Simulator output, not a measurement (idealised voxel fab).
Process module name: voxel double patterning
It is cross-section cut that appears here, measuring 165 nm in width, its square cells being 5 nm in size.
A cross-section is written here as square cells arranged in a grid, and it is given in bands from the top down, each band taking up one or more rows of cells.
Per band: top height and bottom height in nm, followed by the left-to-right materials and their widths in nm; "all across" marks a single material spanning edge to edge, "empty" marks empty space.
Heights are measured from 0, the level below which the as-received wafer is all one material; the lowest band has no bottom and continues downward, written as in "0 -> down".
So if you see something like "30->40" for the width, read it as the top row of the band sitting at the first number and the bottom row at the second, with every row in between moving by the same amount as the last.
What does "changes: none" mean for a step? It means no cell of the cross-section changed in that step.
Voids not open to the top, 8 cells minimum: see "Catalogued sealed voids". Written width x height at distance; distance is from the left edge; nm.
On a step's line, text after the settings is the simulator commenting on that step.
overlay nm: on a step with a mask, how far right of its planned place the mask lay; negative means left.
Process steps (planned)
step 1: RECEIVE,material Si
step 2: CONFORMAL_DEP,material SiO2,thk nm 5
step 3: DIRECTIONAL_DEP,material TiN,thk nm 10
step 4: DIRECTIONAL_DEP,material SiCN,thk nm 5
step 5: MASKED_ETCH,tone open,mask id FIRST,width nm 15,pitch nm 50,etch materials SiCN,depth nm 5,overlay nm 0
step 6: MASKED_ETCH,tone open,mask id SECOND,width nm 15,pitch nm 50,etch materials SiCN,depth nm 5,overlay nm 0
step 7: DIRECTIONAL_ETCH,etch materials TiN,depth nm 10
step 8: STRIP,etch materials SiCN
Cross-section, incoming material, after step 1
* 0 -> down | Si all across
* Catalogued sealed voids: none
Cross-section, end of module. Start: as above. Plan: as above. Execution: one mistake
* 15 -> 5 | 15 of TiN  15 of empty  20 of TiN  30 of empty  20 of TiN  30 of empty  35 of TiN
* 5 -> 0 | SiO2 all across
* 0 -> down | Si all across
* Catalogued sealed voids: none
Run error: note that step 5 departed from the planned setting and was carried out as MASKED_ETCH,tone open,mask id FIRST,width nm 15,pitch nm 50,etch materials SiCN,depth nm 5,overlay nm -10
